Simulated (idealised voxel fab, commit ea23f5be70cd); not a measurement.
Process module in this document: voxel lift off
Each square cell in cross-section cut measures 5 nm, and the section as a whole is 195 nm wide.
Just so we're on the same page, the cross-sections are grids of square cells, and they're listed out in bands top to bottom, each band one or more rows deep. Top, bottom (nm), then materials left to right with widths (nm); lone material tagged "throughout" fills the whole band edge to edge; "empty" = empty space. Heights from 0 (as-received wafer is one material below). Bottom band endless downward, as "0 -> down". Width "30 to 40": first value at the band's top row of cells, second value at its bottom row, equal change from row to row. Step marked "stayed the same"? Then no cell in the cross-section changed in it. "Closed cavities" - sealed voids, min. 8 cells, no opening to top; format: width x height at distance (distance from left edge; nm throughout). That trailing text on a step's line, after the settings, is the simulator's own remark on the step. A step's line can hold "overlay nm"; with a mask on that step, the setting says how far right of the planned place the mask lay, while a negative setting says it lay to the left.

The planned process steps are enumerated hereunder
1: RECEIVE: material Si
2: CONFORMAL_DEP: material SiN, thk nm 5
3: PATTERN: tone open, mask id LINES, material resist, width nm 30, pitch nm 50, thk nm 15, overlay nm -15
4: DIRECTIONAL_DEP: material Ru, thk nm 5
5: STRIP: etch materials resist
6: CONFORMAL_DEP: material SiO2, thk nm 10
Don't read the plan's overlay nm for step 3 as applying to every wafer: that's the first wafer's value, and the wafers differ in it, though they all start identical.

The first of several wafers as received, shown in cross-section; this is its state after step 1
- 0 -> down | Si throughout
- Closed cavities: none

Last step of the module is step 6; after it, the first of several wafers in cross-section
- 20 -> 15 | 5 of empty | 150 of SiO2 | 40 of empty
- 15 -> 10 | SiO2 throughout
- 10 -> 5 | 15 of SiO2 | 30 of Ru | 20 of SiO2 | 30 of Ru | 20 of SiO2 | 30 of Ru | 50 of SiO2
- 5 -> 0 | SiN throughout
- 0 -> down | Si throughout
- Closed cavities: none

Last wafer, end of module, cross-section
- 20 -> 15 | 35 of empty | 150 of SiO2 | 10 of empty
- 15 -> 10 | SiO2 throughout
- 10 -> 5 | 45 of SiO2 | 30 of Ru | 20 of SiO2 | 30 of Ru | 20 of SiO2 | 30 of Ru | 20 of SiO2
- 5 -> 0 | SiN throughout
- 0 -> down | Si throughout
- Closed cavities: none

Wafer rows; end of module; cells per material since receipt: (+) gained, (-) lost; then closed voids
overlay nm -15; +18 Ru; +39 SiN; +90 SiO2; Closed cavities: none
overlay nm -10; +18 Ru; +39 SiN; +90 SiO2; Closed cavities: none
overlay nm -5; +18 Ru; +39 SiN; +90 SiO2; Closed cavities: none
overlay nm 0; +18 Ru; +39 SiN; +90 SiO2; Closed cavities: none
overlay nm 5; +18 Ru; +39 SiN; +90 SiO2; Closed cavities: none
overlay nm 10; +18 Ru; +39 SiN; +90 SiO2; Closed cavities: none
overlay nm 15; +18 Ru; +39 SiN; +90 SiO2; Closed cavities: none
